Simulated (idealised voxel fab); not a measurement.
process module | voxel transistor to metal
The cross-section shown here is cut; it is 200 nm wide and divided into square cells measuring 5 nm on a side.
A cross-section is written here as square cells arranged in a grid, and it is given in bands from the top down, each band taking up one or more rows of cells. Band: top height; bottom height; in nm. Then, left to right: material with width in nm, for each material. "full width": a single material spanning edge to edge. "air": empty space. Ref level 0: as-received wafer is one material below here. Bottom band extends down with no lower bound ("from 0 down"). The expression "30..40" gives the width at the extremes of the band, the first number at its top row of cells and the second at its bottom row, with the width changing by equal amounts from each row to the next in between. No cell of the cross-section changed in a step that is given as "no modifications". The entry "Sealed void listing" lists the empty spaces that cover at least 8 cells and have no open path to the top. Each is written as width x height at distance, where the distance is measured from the left edge and all three values are in nm. Read whatever lies past the settings on a step's line as the simulator's own remark about the step. overlay nm: how far to the right of its planned place the mask lay on this masked step (negative: to the left).

# List of planned process steps
| 1 | RECEIVE | material Si |
| 2 | CONFORMAL_DEP | material SiO2 | thk nm 5 |
| 3 | CONFORMAL_DEP | material SiN | thk nm 15 |
| 4 | PATTERN | tone cover | mask id ACTIVE | material resist | width nm 100 | thk nm 15 | overlay nm 0 |
| 5 | DIRECTIONAL_ETCH | etch materials SiN | depth nm 15 |
| 6 | DIRECTIONAL_ETCH | etch materials SiO2 | depth nm 5 |
| 7 | DIRECTIONAL_ETCH | etch materials Si | depth nm 30 |
| 8 | STRIP | etch materials resist |
| 9 | OXIDIZE | depth nm 5 |
| 10 | FILL_DEP | material SiO2 | thk nm 5 |
| 11 | CMP | height nm 20 |
| 12 | SELECTIVE_ETCH | etch materials SiO2 | depth nm 15 |
| 13 | STRIP | etch materials SiN |
| 14 | SELECTIVE_ETCH | etch materials SiO2 | depth nm 5 |
| 15 | OXIDIZE | depth nm 5 |
| 16 | DIRECTIONAL_DEP | material polySi | thk nm 20 |
| 17 | DIRECTIONAL_DEP | material SiCN | thk nm 15 |
| 18 | PATTERN | tone cover | mask id GATE | material resist | width nm 20 | thk nm 20 | overlay nm -15 |
| 19 | DIRECTIONAL_ETCH | etch materials SiCN | depth nm 25 |
| 20 | DIRECTIONAL_ETCH | etch materials polySi | depth nm 30 |
| 21 | STRIP | etch materials resist |
| 22 | CONFORMAL_DEP | material SiO2 | thk nm 5 |
| 23 | DIRECTIONAL_ETCH | etch materials SiO2 | depth nm 5 |
| 24 | CONFORMAL_DEP | material SiN | thk nm 5 |
| 25 | DIRECTIONAL_ETCH | etch materials SiN | depth nm 5 |
| 26 | DIRECTIONAL_ETCH | etch materials SiO2 | depth nm 5 |
| 27 | DIRECTIONAL_ETCH | etch materials Si | depth nm 10 |
| 28 | EPI | material pSi | thk nm 15 |
| 29 | FILL_DEP | material SiO2 | thk nm 5 |
| 30 | CMP | height nm 35 |
| 31 | DIRECTIONAL_DEP | material SiO2 | thk nm 10 |
| 32 | DIRECTIONAL_DEP | material aC | thk nm 15 |
| 33 | PATTERN | tone open | mask id CONTACT | material resist | width nm 30 | pitch nm 60 | thk nm 30 | overlay nm 0 |
| 34 | DIRECTIONAL_ETCH | etch materials aC | depth nm 15 |
| 35 | STRIP | etch materials resist |
| 36 | DIRECTIONAL_ETCH | etch materials SiO2 | depth nm 45 |
| 37 | STRIP | etch materials aC |
| 38 | CONFORMAL_DEP | material TiN | thk nm 5 |
| 39 | FILL_DEP | material Ru | thk nm 10 |
| 40 | CMP | height nm 45 |
| 41 | DIRECTIONAL_DEP | material TiN | thk nm 5 |
| 42 | DIRECTIONAL_DEP | material W | thk nm 15 |
| 43 | PATTERN | tone cover | mask id METAL_1 | material resist | width nm 20 | pitch nm 70 | thk nm 15 | overlay nm 0 |
| 44 | DIRECTIONAL_ETCH | etch materials W | depth nm 15 |
| 45 | DIRECTIONAL_ETCH | etch materials TiN | depth nm 5 |
| 46 | STRIP | etch materials resist |
| 47 | FILL_DEP | material lowk | thk nm 5 |
| 48 | CMP | height nm 65 |
| 49 | CONFORMAL_DEP | material SiCN | thk nm 5 |
| 50 | DIRECTIONAL_DEP | material lowk | thk nm 30 |
| 51 | MASKED_ETCH | tone open | mask id METAL_2_HOLES | width nm 15 | pitch nm 70 | etch materials lowk | depth nm 30 | overlay nm 0 |
| 52 | MASKED_ETCH | tone open | mask id METAL_2 | width nm 20 | pitch nm 70 | etch materials lowk | depth nm 20 | overlay nm 0 |
| 53 | MASKED_ETCH | tone open | mask id METAL_2 | width nm 20 | pitch nm 70 | etch materials SiCN | depth nm 5 | overlay nm 0 |
| 54 | CONFORMAL_DEP | material TiN | thk nm 5 |
| 55 | FILL_DEP | material Ru | thk nm 5 |
| 56 | CMP | height nm 100 |
| 57 | CONFORMAL_DEP | material SiN | thk nm 5 |
Every wafer here starts from the same state; it is the step 18 overlay nm that distinguishes them, and the value the plan gives belongs to the first wafer.

# Cross-section, first of several wafers, as delivered after step 1
	from 0 down: Si full width
	Sealed void listing: none

# End-of-module cross-section, first of several wafers, after last step 57
	from 105 to 100: SiN full width
	from 100 to 85: 55 lowk, 5 TiN, 10 Ru, 5 TiN, 50 lowk, 5 TiN, 10 Ru, 5 TiN, 55 lowk
	from 85 to 80: 55 lowk, 5 TiN, 5 Ru, 10 TiN, 50 lowk, 5 TiN, 5 Ru, 10 TiN, 55 lowk
	from 80 to 70: 55 lowk, 5 TiN, 5 Ru, 5 TiN, 55 lowk, 5 TiN, 5 Ru, 5 TiN, 60 lowk
	from 70 to 65: 55 SiCN, 15 TiN, 55 SiCN, 15 TiN, 60 SiCN
	from 65 to 50: 55 lowk, 20 W, 50 lowk, 20 W, 55 lowk
	from 50 to 45: 55 lowk, 20 TiN, 50 lowk, 20 TiN, 55 lowk
	from 45 to 40: 55 SiO2, 5 TiN, 20 Ru, 5 TiN, 30 SiO2, 5 TiN, 20 Ru, 5 TiN, 55 SiO2
	from 40 to 35: 55 SiO2, 30 TiN, 30 SiO2, 5 TiN, 20 Ru, 5 TiN, 55 SiO2
	from 35 to 20: 55 SiO2, 10 TiN, 5 SiN, 5 TiN, 20 SiCN, 5 SiO2, 5 SiN, 10 SiO2, 5 TiN, 20 Ru, 5 TiN, 55 SiO2
	from 20 to 10: 55 SiO2, 10 TiN, 5 SiN, 5 TiN, 20 polySi, 5 SiO2, 5 SiN, 10 SiO2, 5..10 TiN, 20..15 Ru, 5 TiN, 55 SiO2
	from 10 to 5: 50 SiO2, 15 pSi, 5 SiN, 5 TiN, 20 polySi, 5 SiO2, 5 SiN, 15 pSi, 5 TiN, 15 Ru, 5 TiN, 55 SiO2
	from 5 to 0: 50 SiO2, 15 pSi, 5 SiN, 5 TiN, 20 polySi, 5 SiO2, 5 SiN, 15 pSi, 25 TiN, 55 SiO2
	from 0 to -5: 50 SiO2, 15 pSi, 40 SiO2, 45 pSi, 50 SiO2
	from -5 to -15: 55 SiO2, 10 pSi, 40 Si, 40 pSi, 55 SiO2
	from -15 to -35: 55 SiO2, 90 Si, 55 SiO2
	from -35 down: Si full width
	Sealed void listing: none

# last wafer at the end
	from 105 to 100: SiN full width
	from 100 to 85: 55 lowk, 5 TiN, 10 Ru, 5 TiN, 50 lowk, 5 TiN, 10 Ru, 5 TiN, 55 lowk
	from 85 to 80: 55 lowk, 5 TiN, 5 Ru, 10 TiN, 50 lowk, 5 TiN, 5 Ru, 10 TiN, 55 lowk
	from 80 to 70: 55 lowk, 5 TiN, 5 Ru, 5 TiN, 55 lowk, 5 TiN, 5 Ru, 5 TiN, 60 lowk
	from 70 to 65: 55 SiCN, 15 TiN, 55 SiCN, 15 TiN, 60 SiCN
	from 65 to 50: 55 lowk, 20 W, 50 lowk, 20 W, 55 lowk
	from 50 to 45: 55 lowk, 20 TiN, 50 lowk, 20 TiN, 55 lowk
	from 45 to 40: 55 SiO2, 5 TiN, 20 Ru, 5 TiN, 30 SiO2, 5 TiN, 20 Ru, 5 TiN, 55 SiO2
	from 40 to 35: 55 SiO2, 5 TiN, 20 Ru, 5 TiN, 30 SiO2, 30 TiN, 55 SiO2
	from 35 to 20: 55 SiO2, 5 TiN, 20 Ru, 5 TiN, 10 SiO2, 5 SiN, 5 SiO2, 20 SiCN, 5 TiN, 5 SiN, 10 TiN, 55 SiO2
	from 20 to 10: 55 SiO2, 5 TiN, 20..15 Ru, 5..10 TiN, 10 SiO2, 5 SiN, 5 SiO2, 20 polySi, 5 TiN, 5 SiN, 10 TiN, 55 SiO2
	from 10 to 5: 55 SiO2, 5 TiN, 15 Ru, 5 TiN, 15 pSi, 5 SiN, 5 SiO2, 20 polySi, 5 TiN, 5 SiN, 15 pSi, 50 SiO2
	from 5 to 0: 55 SiO2, 25 TiN, 15 pSi, 5 SiN, 5 SiO2, 20 polySi, 5 TiN, 5 SiN, 15 pSi, 50 SiO2
	from 0 to -5: 50 SiO2, 45 pSi, 40 SiO2, 15 pSi, 50 SiO2
	from -5 to -15: 55 SiO2, 40 pSi, 40 Si, 10 pSi, 55 SiO2
	from -15 to -35: 55 SiO2, 90 Si, 55 SiO2
	from -35 down: Si full width
	Sealed void listing: none

# The rows of the table below are wafers. Looking at the end of the module, a row counts, for every material, the cells the wafer has gained, shown as (+), or lost, shown as (-), since it was received; its closed voids come next
overlay nm -15, +52 Ru, -192 Si, +46 SiCN, +54 SiN, +385 SiO2, +87 TiN, +24 W, +324 lowk, +44 pSi, +16 polySi, Sealed void listing: none
overlay nm -10, +55 Ru, -192 Si, +46 SiCN, +54 SiN, +382 SiO2, +87 TiN, +24 W, +324 lowk, +44 pSi, +16 polySi, Sealed void listing: none
overlay nm -5, +58 Ru, -192 Si, +46 SiCN, +54 SiN, +377 SiO2, +89 TiN, +24 W, +324 lowk, +44 pSi, +16 polySi, Sealed void listing: none
overlay nm 0, +56 Ru, -192 Si, +46 SiCN, +54 SiN, +384 SiO2, +84 TiN, +24 W, +324 lowk, +44 pSi, +16 polySi, Sealed void listing: none
overlay nm 5, +58 Ru, -192 Si, +46 SiCN, +54 SiN, +377 SiO2, +89 TiN, +24 W, +324 lowk, +44 pSi, +16 polySi, Sealed void listing: none
overlay nm 10, +55 Ru, -192 Si, +46 SiCN, +54 SiN, +382 SiO2, +87 TiN, +24 W, +324 lowk, +44 pSi, +16 polySi, Sealed void listing: none
overlay nm 15, +52 Ru, -192 Si, +46 SiCN, +54 SiN, +385 SiO2, +87 TiN, +24 W, +324 lowk, +44 pSi, +16 polySi, Sealed void listing: none
